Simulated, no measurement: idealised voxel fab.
The name of this process module is voxel capacitor over wiring.
We display cut, a cross-section 205 nm in width whose square cells are each 5 nm.
A cross-section in this document is a grid of square cells, and it is written down as bands, the top band listed before the ones below it; a band is made up of one or more rows of cells. Read a band's entry like this: the first values are the height of its top and the height of its bottom in nm, and what follows is the sequence of materials from left to right, each with its width in nm. Note that "air" is empty space, and that a single material marked "throughout" reaches across the band from edge to edge. A quick word on heights: they are counted from 0, and under that level the wafer as it came to us is one material throughout. The lowest band is different from the rest in having no bottom; it simply continues downward, written as in "top 0, no bottom". Top row gets the first number, bottom row gets the second, and each row in between changes by the same step: that is how a band width like "30->40" works. A step reported as "no alterations made" is a step in which no cell of the cross-section changed. Entry "Sealed-off cavities" = empty spaces >= 8 cells with no open way to the top; each as width x height at distance, distance from left edge, all nm. Text after the settings on a step's line: the simulator's own remark on that step. When a step includes a mask, the "overlay nm" setting on its line states how far to the right of its planned place that mask lay, and negative values state how far to the left.
## Here's what the planned process steps look like
1: RECEIVE | material Si
2: CONFORMAL_DEP | material SiO2 | thk nm 10
3: CONFORMAL_DEP | material SiCN | thk nm 5
4: DIRECTIONAL_DEP | material SiO2 | thk nm 25
5: PATTERN | tone open | mask id METAL_1 | material resist | width nm 20 | pitch nm 85 | thk nm 15 | overlay nm 0
6: DIRECTIONAL_ETCH | etch materials SiO2 | depth nm 25
7: DIRECTIONAL_ETCH | etch materials SiCN | depth nm 5
8: STRIP | etch materials resist
9: CONFORMAL_DEP | material TiN | thk nm 5
10: FILL_DEP | material Cu | thk nm 10
11: CMP | height nm 40
12: CONFORMAL_DEP | material SiCN | thk nm 5
13: DIRECTIONAL_DEP | material SiO2 | thk nm 20
14: DIRECTIONAL_DEP | material aC | thk nm 15
15: PATTERN | tone open | mask id PLUG_1 | material resist | width nm 15 | thk nm 30 | overlay nm 0
16: DIRECTIONAL_ETCH | etch materials aC | depth nm 15
17: STRIP | etch materials resist
18: DIRECTIONAL_ETCH | etch materials SiO2 | depth nm 20
19: DIRECTIONAL_ETCH | etch materials SiCN | depth nm 5
20: STRIP | etch materials aC
21: EPI | material Ru | thk nm 10
22: EPI | material Ru | thk nm 10
23: EPI | material Ru | thk nm 5
24: DIRECTIONAL_DEP | material TiN | thk nm 5
25: DIRECTIONAL_DEP | material Al2O3 | thk nm 5
26: DIRECTIONAL_DEP | material TiN | thk nm 5
27: MASKED_ETCH | tone cover | mask id UPPER_PLATE | width nm 70 | etch materials TiN | depth nm 5 | overlay nm 0
28: MASKED_ETCH | tone cover | mask id UPPER_PLATE | width nm 70 | etch materials Al2O3 | depth nm 5 | overlay nm 0
29: MASKED_ETCH | tone cover | mask id LOWER_PLATE | width nm 80 | etch materials TiN | depth nm 5 | overlay nm 0
30: FILL_DEP | material SiO2 | thk nm 15
31: CMP | height nm 90
32: DIRECTIONAL_DEP | material aC | thk nm 15
33: PATTERN | tone open | mask id PLUG_2 | material resist | width nm 15 | thk nm 35 | overlay nm 0
34: DIRECTIONAL_ETCH | etch materials aC | depth nm 15
35: STRIP | etch materials resist
36: DIRECTIONAL_ETCH | etch materials SiO2 | depth nm 10
37: STRIP | etch materials aC
38: CONFORMAL_DEP | material TiN | thk nm 5
39: FILL_DEP | material Cu | thk nm 5
40: CMP | height nm 90
41: CONFORMAL_DEP | material SiCN | thk nm 5
## first wafer, as planned
## This is the cross-section of the wafer as we received it, i.e. after step 1
- top 0, no bottom  Si throughout
- Sealed-off cavities: none
## State of the wafer after step 2, shown in cross-section
- top 10, bottom 0  SiO2 throughout
- Below a height of 0, the structure has not been altered.
## State of the wafer after step 3, shown in cross-section
- top 15, bottom 10  SiCN throughout
- Below a height of 10, the structure has not been altered.
## State of the wafer after step 4, shown in cross-section
- top 40, bottom 15  SiO2 throughout
- Below a height of 15, the structure has not been altered.
## State of the wafer after step 5, shown in cross-section
- top 55, bottom 40  resist (50), then air (20), then resist (65), then air (20), then resist (50)
- Below a height of 40, the structure has not been altered.
## State of the wafer after step 6, shown in cross-section
- top 55, bottom 40  resist (50), then air (20), then resist (65), then air (20), then resist (50)
- top 40, bottom 15  SiO2 (50), then air (20), then SiO2 (65), then air (20), then SiO2 (50)
- Below a height of 15, the structure has not been altered.
## State of the wafer after step 7, shown in cross-section
- top 55, bottom 40  resist (50), then air (20), then resist (65), then air (20), then resist (50)
- top 40, bottom 15  SiO2 (50), then air (20), then SiO2 (65), then air (20), then SiO2 (50)
- top 15, bottom 10  SiCN (50), then air (20), then SiCN (65), then air (20), then SiCN (50)
- Below a height of 10, the structure has not been altered.
## State of the wafer after step 8, shown in cross-section
- top 40, bottom 15  SiO2 (50), then air (20), then SiO2 (65), then air (20), then SiO2 (50)
- Below a height of 15, the structure has not been altered.
## State of the wafer after step 9, shown in cross-section
- top 45, bottom 40  TiN (55), then air (10), then TiN (75), then air (10), then TiN (55)
- top 40, bottom 15  SiO2 (50), then TiN (5), then air (10), then TiN (5), then SiO2 (65), then TiN (5), then air (10), then TiN (5), then SiO2 (50)
- top 15, bottom 10  SiCN (50), then TiN (20), then SiCN (65), then TiN (20), then SiCN (50)
- Below a height of 10, the structure has not been altered.
## State of the wafer after step 10, shown in cross-section
- top 55, bottom 45  Cu throughout
- top 45, bottom 40  TiN (55), then Cu (10), then TiN (75), then Cu (10), then TiN (55)
- top 40, bottom 15  SiO2 (50), then TiN (5), then Cu (10), then TiN (5), then SiO2 (65), then TiN (5), then Cu (10), then TiN (5), then SiO2 (50)
- Below a height of 15, the structure has not been altered.
## State of the wafer after step 11, shown in cross-section
- top 40, bottom 15  SiO2 (50), then TiN (5), then Cu (10), then TiN (5), then SiO2 (65), then TiN (5), then Cu (10), then TiN (5), then SiO2 (50)
- Below a height of 15, the structure has not been altered.
## State of the wafer after step 12, shown in cross-section
- top 45, bottom 40  SiCN throughout
- Below a height of 40, the structure has not been altered.
## State of the wafer after step 13, shown in cross-section
- top 65, bottom 45  SiO2 throughout
- Below a height of 45, the structure has not been altered.
## State of the wafer after step 14, shown in cross-section
- top 80, bottom 65  aC throughout
- Below a height of 65, the structure has not been altered.
## State of the wafer after step 15, shown in cross-section
- top 110, bottom 80  resist (55), then air (15), then resist (135)
- Below a height of 80, the structure has not been altered.
## State of the wafer after step 16, shown in cross-section
- top 95, bottom 80  resist (55), then air (15), then resist (135)
- top 80, bottom 65  aC (55), then air (15), then aC (135)
- Below a height of 65, the structure has not been altered.
## State of the wafer after step 17, shown in cross-section
- top 80, bottom 65  aC (55), then air (15), then aC (135)
- Below a height of 65, the structure has not been altered.
## State of the wafer after step 18, shown in cross-section
- top 80, bottom 65  aC (55), then air (15), then aC (135)
- top 65, bottom 45  SiO2 (55), then air (15), then SiO2 (135)
- Below a height of 45, the structure has not been altered.
## State of the wafer after step 19, shown in cross-section
- top 80, bottom 65  aC (55), then air (15), then aC (135)
- top 65, bottom 45  SiO2 (55), then air (15), then SiO2 (135)
- top 45, bottom 40  SiCN (55), then air (15), then SiCN (135)
- Below a height of 40, the structure has not been altered.
## State of the wafer after step 20, shown in cross-section
- top 65, bottom 45  SiO2 (55), then air (15), then SiO2 (135)
- Below a height of 45, the structure has not been altered.
## State of the wafer after step 21, shown in cross-section
- top 65, bottom 50  SiO2 (55), then air (15), then SiO2 (135)
- top 50, bottom 45  SiO2 (55), then Ru (15), then SiO2 (135)
- top 45, bottom 40  SiCN (55), then Ru (15), then SiCN (135)
- Below a height of 40, the structure has not been altered.
## State of the wafer after step 22, shown in cross-section
- top 65, bottom 60  SiO2 (55), then air (15), then SiO2 (135)
- top 60, bottom 45  SiO2 (55), then Ru (15), then SiO2 (135)
- Below a height of 45, the structure has not been altered.
## State of the wafer after step 23, shown in cross-section
- top 65, bottom 45  SiO2 (55), then Ru (15), then SiO2 (135)
- Below a height of 45, the structure has not been altered.
## State of the wafer after step 24, shown in cross-section
- top 70, bottom 65  TiN throughout
- Below a height of 65, the structure has not been altered.
## State of the wafer after step 25, shown in cross-section
- top 75, bottom 70  Al2O3 throughout
- Below a height of 70, the structure has not been altered.
## State of the wafer after step 26, shown in cross-section
- top 80, bottom 75  TiN throughout
- Below a height of 75, the structure has not been altered.
## State of the wafer after step 27, shown in cross-section
- top 80, bottom 75  air (55), then TiN (70), then air (80)
- Below a height of 75, the structure has not been altered.
## State of the wafer after step 28, shown in cross-section
- top 80, bottom 75  air (55), then TiN (70), then air (80)
- top 75, bottom 70  air (55), then Al2O3 (70), then air (80)
- Below a height of 70, the structure has not been altered.
## State of the wafer after step 29, shown in cross-section
- top 80, bottom 75  air (55), then TiN (70), then air (80)
- top 75, bottom 70  air (55), then Al2O3 (70), then air (80)
- top 70, bottom 65  air (50), then TiN (80), then air (75)
- Below a height of 65, the structure has not been altered.
## State of the wafer after step 30, shown in cross-section
- top 95, bottom 80  SiO2 throughout
- top 80, bottom 75  SiO2 (55), then TiN (70), then SiO2 (80)
- top 75, bottom 70  SiO2 (55), then Al2O3 (70), then SiO2 (80)
- top 70, bottom 65  SiO2 (50), then TiN (80), then SiO2 (75)
- Below a height of 65, the structure has not been altered.
## State of the wafer after step 31, shown in cross-section
- top 90, bottom 80  SiO2 throughout
- Below a height of 80, the structure has not been altered.
## State of the wafer after step 32, shown in cross-section
- top 105, bottom 90  aC throughout
- Below a height of 90, the structure has not been altered.
## State of the wafer after step 33, shown in cross-section
- top 140, bottom 105  resist (65), then air (15), then resist (125)
- Below a height of 105, the structure has not been altered.
## State of the wafer after step 34, shown in cross-section
- top 125, bottom 105  resist (65), then air (15), then resist (125)
- top 105, bottom 90  aC (65), then air (15), then aC (125)
- Below a height of 90, the structure has not been altered.
## State of the wafer after step 35, shown in cross-section
- top 105, bottom 90  aC (65), then air (15), then aC (125)
- Below a height of 90, the structure has not been altered.
## State of the wafer after step 36, shown in cross-section
- top 105, bottom 90  aC (65), then air (15), then aC (125)
- top 90, bottom 80  SiO2 (65), then air (15), then SiO2 (125)
- Below a height of 80, the structure has not been altered.
## State of the wafer after step 37, shown in cross-section
- top 90, bottom 80  SiO2 (65), then air (15), then SiO2 (125)
- Below a height of 80, the structure has not been altered.
## State of the wafer after step 38, shown in cross-section
- top 95, bottom 90  TiN (70), then air (5), then TiN (130)
- top 90, bottom 85  SiO2 (65), then TiN (5), then air (5), then TiN (5), then SiO2 (125)
- top 85, bottom 75  SiO2 (65->55), then TiN (15->70), then SiO2 (125->80)
- Below a height of 75, the structure has not been altered.
## State of the wafer after step 39, shown in cross-section
- top 100, bottom 95  Cu throughout
- top 95, bottom 90  TiN (70), then Cu (5), then TiN (130)
- top 90, bottom 85  SiO2 (65), then TiN (5), then Cu (5), then TiN (5), then SiO2 (125)
- Below a height of 85, the structure has not been altered.
## State of the wafer after step 40, shown in cross-section
- top 90, bottom 85  SiO2 (65), then TiN (5), then Cu (5), then TiN (5), then SiO2 (125)
- Below a height of 85, the structure has not been altered.
## State of the wafer after step 41, shown in cross-section
- top 95, bottom 90  SiCN throughout
- Below a height of 90, the structure has not been altered.
## second wafer: like start, like plan, one mistake. Through step 2 it matches the first wafer
## At the planned end of step 3, the second wafer in cross-section
- top 35, bottom 0  SiO2 throughout
- Below a height of 0, the structure has not been altered.
## At the planned end of step 4, the second wafer in cross-section
- top 40, bottom 35  SiCN throughout
- Below a height of 35, the structure has not been altered.
## At the planned end of step 5, the second wafer in cross-section
- top 55, bottom 40  resist (50), then air (20), then resist (65), then air (20), then resist (50)
- Below a height of 40, the structure has not been altered.
At the planned end of step 6, the second wafer in cross-section: no alterations made
## At the planned end of step 7, the second wafer in cross-section
- top 55, bottom 40  resist (50), then air (20), then resist (65), then air (20), then resist (50)
- top 40, bottom 35  SiCN (50), then air (20), then SiCN (65), then air (20), then SiCN (50)
- Below a height of 35, the structure has not been altered.
## At the planned end of step 8, the second wafer in cross-section
- top 40, bottom 35  SiCN (50), then air (20), then SiCN (65), then air (20), then SiCN (50)
- Below a height of 35, the structure has not been altered.
## At the planned end of step 9, the second wafer in cross-section
- top 45, bottom 40  TiN (55), then air (10), then TiN (75), then air (10), then TiN (55)
- top 40, bottom 35  SiCN (50), then TiN (20), then SiCN (65), then TiN (20), then SiCN (50)
- Below a height of 35, the structure has not been altered.
## At the planned end of step 10, the second wafer in cross-section
- top 55, bottom 45  Cu throughout
- top 45, bottom 40  TiN (55), then Cu (10), then TiN (75), then Cu (10), then TiN (55)
- Below a height of 40, the structure has not been altered.
## At the planned end of step 11, the second wafer in cross-section
- top 40, bottom 35  SiCN (50), then TiN (20), then SiCN (65), then TiN (20), then SiCN (50)
- Below a height of 35, the structure has not been altered.
## At the planned end of step 12, the second wafer in cross-section
- top 45, bottom 40  SiCN throughout
- Below a height of 40, the structure has not been altered.
## At the planned end of step 13, the second wafer in cross-section
- top 65, bottom 45  SiO2 throughout
- Below a height of 45, the structure has not been altered.
## At the planned end of step 14, the second wafer in cross-section
- top 80, bottom 65  aC throughout
- Below a height of 65, the structure has not been altered.
## At the planned end of step 15, the second wafer in cross-section
- top 110, bottom 80  resist (55), then air (15), then resist (135)
- Below a height of 80, the structure has not been altered.
## At the planned end of step 16, the second wafer in cross-section
- top 95, bottom 80  resist (55), then air (15), then resist (135)
- top 80, bottom 65  aC (55), then air (15), then aC (135)
- Below a height of 65, the structure has not been altered.
## At the planned end of step 17, the second wafer in cross-section
- top 80, bottom 65  aC (55), then air (15), then aC (135)
- Below a height of 65, the structure has not been altered.
## At the planned end of step 18, the second wafer in cross-section
- top 80, bottom 65  aC (55), then air (15), then aC (135)
- top 65, bottom 45  SiO2 (55), then air (15), then SiO2 (135)
- Below a height of 45, the structure has not been altered.
## At the planned end of step 19, the second wafer in cross-section
- top 80, bottom 65  aC (55), then air (15), then aC (135)
- top 65, bottom 45  SiO2 (55), then air (15), then SiO2 (135)
- top 45, bottom 40  SiCN (55), then air (15), then SiCN (135)
- Below a height of 40, the structure has not been altered.
## At the planned end of step 20, the second wafer in cross-section
- top 65, bottom 45  SiO2 (55), then air (15), then SiO2 (135)
- Below a height of 45, the structure has not been altered.
## At the planned end of step 21, the second wafer in cross-section
- top 65, bottom 50  SiO2 (55), then air (15), then SiO2 (135)
- top 50, bottom 45  SiO2 (55), then Ru (15), then SiO2 (135)
- top 45, bottom 40  SiCN (55), then Ru (15), then SiCN (135)
- Below a height of 40, the structure has not been altered.
## At the planned end of step 22, the second wafer in cross-section
- top 65, bottom 60  SiO2 (55), then air (15), then SiO2 (135)
- top 60, bottom 45  SiO2 (55), then Ru (15), then SiO2 (135)
- Below a height of 45, the structure has not been altered.
## At the planned end of step 23, the second wafer in cross-section
- top 65, bottom 45  SiO2 (55), then Ru (15), then SiO2 (135)
- Below a height of 45, the structure has not been altered.
## At the planned end of step 24, the second wafer in cross-section
- top 70, bottom 65  TiN throughout
- Below a height of 65, the structure has not been altered.
## At the planned end of step 25, the second wafer in cross-section
- top 75, bottom 70  Al2O3 throughout
- Below a height of 70, the structure has not been altered.
## At the planned end of step 26, the second wafer in cross-section
- top 80, bottom 75  TiN throughout
- Below a height of 75, the structure has not been altered.
## At the planned end of step 27, the second wafer in cross-section
- top 80, bottom 75  air (55), then TiN (70), then air (80)
- Below a height of 75, the structure has not been altered.
## At the planned end of step 28, the second wafer in cross-section
- top 80, bottom 75  air (55), then TiN (70), then air (80)
- top 75, bottom 70  air (55), then Al2O3 (70), then air (80)
- Below a height of 70, the structure has not been altered.
## At the planned end of step 29, the second wafer in cross-section
- top 80, bottom 75  air (55), then TiN (70), then air (80)
- top 75, bottom 70  air (55), then Al2O3 (70), then air (80)
- top 70, bottom 65  air (50), then TiN (80), then air (75)
- Below a height of 65, the structure has not been altered.
## At the planned end of step 30, the second wafer in cross-section
- top 95, bottom 80  SiO2 throughout
- top 80, bottom 75  SiO2 (55), then TiN (70), then SiO2 (80)
- top 75, bottom 70  SiO2 (55), then Al2O3 (70), then SiO2 (80)
- top 70, bottom 65  SiO2 (50), then TiN (80), then SiO2 (75)
- Below a height of 65, the structure has not been altered.
## At the planned end of step 31, the second wafer in cross-section
- top 90, bottom 80  SiO2 throughout
- Below a height of 80, the structure has not been altered.
## At the planned end of step 32, the second wafer in cross-section
- top 105, bottom 90  aC throughout
- Below a height of 90, the structure has not been altered.
## At the planned end of step 33, the second wafer in cross-section
- top 140, bottom 105  resist (65), then air (15), then resist (125)
- Below a height of 105, the structure has not been altered.
## At the planned end of step 34, the second wafer in cross-section
- top 125, bottom 105  resist (65), then air (15), then resist (125)
- top 105, bottom 90  aC (65), then air (15), then aC (125)
- Below a height of 90, the structure has not been altered.
## At the planned end of step 35, the second wafer in cross-section
- top 105, bottom 90  aC (65), then air (15), then aC (125)
- Below a height of 90, the structure has not been altered.
## At the planned end of step 36, the second wafer in cross-section
- top 105, bottom 90  aC (65), then air (15), then aC (125)
- top 90, bottom 80  SiO2 (65), then air (15), then SiO2 (125)
- Below a height of 80, the structure has not been altered.
## At the planned end of step 37, the second wafer in cross-section
- top 90, bottom 80  SiO2 (65), then air (15), then SiO2 (125)
- Below a height of 80, the structure has not been altered.
## At the planned end of step 38, the second wafer in cross-section
- top 95, bottom 90  TiN (70), then air (5), then TiN (130)
- top 90, bottom 85  SiO2 (65), then TiN (5), then air (5), then TiN (5), then SiO2 (125)
- top 85, bottom 75  SiO2 (65->55), then TiN (15->70), then SiO2 (125->80)
- Below a height of 75, the structure has not been altered.
## At the planned end of step 39, the second wafer in cross-section
- top 100, bottom 95  Cu throughout
- top 95, bottom 90  TiN (70), then Cu (5), then TiN (130)
- top 90, bottom 85  SiO2 (65), then TiN (5), then Cu (5), then TiN (5), then SiO2 (125)
- Below a height of 85, the structure has not been altered.
## At the planned end of step 40, the second wafer in cross-section
- top 90, bottom 85  SiO2 (65), then TiN (5), then Cu (5), then TiN (5), then SiO2 (125)
- Below a height of 85, the structure has not been altered.
## At the planned end of step 41, the second wafer in cross-section
- top 95, bottom 90  SiCN throughout
- Below a height of 90, the structure has not been altered.
Error vs. plan: the executed order of steps 3 and 4 is the reverse of that specified in the plan, each step having taken the other's position
Wafer comparison, final, in cells, second relative to first, materials more or fewer: 20 fewer of Cu | 40 more of SiO2 | 20 fewer of TiN
